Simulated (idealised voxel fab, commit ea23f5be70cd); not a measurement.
Process module name: voxel wiring stack
Xsec cut, 245 nm wide, square cell size 5 nm.
A cross-section is written here as square cells arranged in a grid, and it is given in bands from the top down, each band taking up one or more rows of cells.
It is stipulated that each band's entry specify, in nanometres, the height of the top of the band and then that of its bottom, followed by the materials of the band in left-to-right sequence, each together with its width in nanometres. A single material marked by the word "throughout" is understood to fill the band from edge to edge; the word "air" is understood to denote empty space.
Note: height 0 marks the level under which the wafer is uniformly one material as received. Lowest band unbounded below, written "0 and below".
Note: "30->40" means the width goes from the first number (top row of the band) to the second number (bottom row) in equal steps per row of cells.
"no change occurred" -> step changed no cross-section cell.
In the "Enclosed void list" entry, you get each enclosed empty space of 8 cells or more, one with no open way to the top, written width x height at distance, distance from the left edge, in nm.
Heads up: the bit after the settings on a step's line is the simulator's remark on that step.
overlay nm: how far to the right of its planned place the mask lay on this masked step (negative: to the left).
Planned step list for the process:
- 1: RECEIVE,material Si
- 2: CONFORMAL_DEP,material SiO2,thk nm 15
- 3: DIRECTIONAL_DEP,material TiN,thk nm 5
- 4: DIRECTIONAL_DEP,material W,thk nm 25
- 5: MASKED_ETCH,tone cover,mask id METAL_1,width nm 25,pitch nm 50,etch materials W,depth nm 25,overlay nm 0
- 6: MASKED_ETCH,tone cover,mask id METAL_1,width nm 25,pitch nm 50,etch materials TiN,depth nm 5,overlay nm 0
- 7: CONFORMAL_DEP,material SiN,thk nm 5
- 8: FILL_DEP,material SiO2,thk nm 5
- 9: CMP,height nm 45
- 10: CONFORMAL_DEP,material SiCN,thk nm 5
- 11: DIRECTIONAL_DEP,material lowk,thk nm 15
- 12: DIRECTIONAL_DEP,material aC,thk nm 15
- 13: PATTERN,tone open,mask id PLUG_1,material resist,width nm 15,thk nm 35,overlay nm 0
- 14: DIRECTIONAL_ETCH,etch materials aC,depth nm 15
- 15: STRIP,etch materials resist
- 16: DIRECTIONAL_ETCH,etch materials lowk,depth nm 15
- 17: DIRECTIONAL_ETCH,etch materials SiCN,depth nm 5
- 18: STRIP,etch materials aC
- 19: EPI,material Ru,thk nm 10
- 20: EPI,material Ru,thk nm 10
- 21: DIRECTIONAL_DEP,material TiN,thk nm 5
- 22: DIRECTIONAL_DEP,material W,thk nm 20
- 23: PATTERN,tone cover,mask id METAL_2,material resist,width nm 25,pitch nm 50,thk nm 15,overlay nm 0
- 24: DIRECTIONAL_ETCH,etch materials W,depth nm 20
- 25: DIRECTIONAL_ETCH,etch materials TiN,depth nm 5
- 26: STRIP,etch materials resist
- 27: CONFORMAL_DEP,material SiCN,thk nm 5
- 28: FILL_DEP,material SiO2,thk nm 5
- 29: CMP,height nm 90
- 30: CONFORMAL_DEP,material SiCN,thk nm 5
- 31: DIRECTIONAL_DEP,material lowk,thk nm 30
- 32: MASKED_ETCH,tone open,mask id METAL_3,width nm 25,pitch nm 50,etch materials lowk,depth nm 15,overlay nm 0
- 33: PATTERN,tone open,mask id METAL_3_HOLES,material resist,width nm 15,thk nm 15,overlay nm 0
- 34: DIRECTIONAL_ETCH,etch materials lowk,depth nm 15
- 35: DIRECTIONAL_ETCH,etch materials SiCN,depth nm 5
- 36: STRIP,etch materials resist
- 37: CONFORMAL_DEP,material TiN,thk nm 5
- 38: FILL_DEP,material Cu,thk nm 10
- 39: CMP,height nm 125
- 40: CONFORMAL_DEP,material SiCN,thk nm 5
Cross-section of the incoming wafer, state after step 1:
  0 and below | Si throughout
  Enclosed void list: none
Cross-section taken at module completion on the first of two wafers; processed per the plan:
  130 down to 125 | SiCN throughout
  125 down to 115 | 85 of lowk, then 5 of TiN, then 15 of Cu, then 5 of TiN, then 25 of lowk, then 5 of TiN, then 15 of Cu, then 5 of TiN, then 85 of lowk
  115 down to 110 | 85 of lowk, then 5 of TiN, then 5 of Cu, then 15 of TiN, then 25 of lowk, then 25 of TiN, then 85 of lowk
  110 down to 95 | 85 of lowk, then 5 of TiN, then 5 of Cu, then 5 of TiN, then 145 of lowk
  95 down to 90 | 85 of SiCN, then 15 of TiN, then 145 of SiCN
  90 down to 70 | 80 of SiO2, then 5 of SiCN, then 25 of W, then 5 of SiCN, then 15 of SiO2, then 5 of SiCN, then 25 of W, then 5 of SiCN, then 80 of SiO2
  70 down to 65 | 85 of SiCN, then 25 of TiN, then 25 of SiCN, then 25 of TiN, then 85 of SiCN
  65 down to 50 | 85 of lowk, then 15 of Ru, then 145 of lowk
  50 down to 45 | 85 of SiCN, then 15 of Ru, then 145 of SiCN
  45 down to 20 | 80 of SiO2, then 5 of SiN, then 25 of W, then 5 of SiN, then 15 of SiO2, then 5 of SiN, then 25 of W, then 5 of SiN, then 80 of SiO2
  20 down to 15 | 85 of SiN, then 25 of TiN, then 25 of SiN, then 25 of TiN, then 85 of SiN
  15 down to 0 | SiO2 throughout
  0 and below | Si throughout
  Enclosed void list: none
Wafer two, end of module, cross-section. Same start, same plan as wafer one. One mistake in the run:
  130 down to 125 | SiCN throughout
  125 down to 115 | 85 of lowk, then 5 of TiN, then 15 of Cu, then 5 of TiN, then 25 of lowk, then 5 of TiN, then 15 of Cu, then 5 of TiN, then 85 of lowk
  115 down to 110 | 85 of lowk, then 5 of TiN, then 5 of Cu, then 15 of TiN, then 25 of lowk, then 25 of TiN, then 85 of lowk
  110 down to 95 | 85 of lowk, then 5 of TiN, then 5 of Cu, then 5 of TiN, then 145 of lowk
  95 down to 90 | 85 of SiCN, then 15 of TiN, then 145 of SiCN
  90 down to 70 | 80 of Cu, then 5 of SiCN, then 25 of W, then 5 of SiCN, then 15 of Cu, then 5 of SiCN, then 25 of W, then 5 of SiCN, then 80 of Cu
  70 down to 65 | 85 of SiCN, then 25 of TiN, then 25 of SiCN, then 25 of TiN, then 85 of SiCN
  65 down to 50 | 85 of lowk, then 15 of Ru, then 145 of lowk
  50 down to 45 | 85 of SiCN, then 15 of Ru, then 145 of SiCN
  45 down to 20 | 80 of SiO2, then 5 of SiN, then 25 of W, then 5 of SiN, then 15 of SiO2, then 5 of SiN, then 25 of W, then 5 of SiN, then 80 of SiO2
  20 down to 15 | 85 of SiN, then 25 of TiN, then 25 of SiN, then 25 of TiN, then 85 of SiN
  15 down to 0 | SiO2 throughout
  0 and below | Si throughout
  Enclosed void list: none
Processing error: off-plan run, step 28, actual operation and settings FILL_DEP,material Cu,thk nm 5
Wafer comparison, final, in cells, second relative to first, materials more or fewer: 140 more of Cu | 140 fewer of SiO2
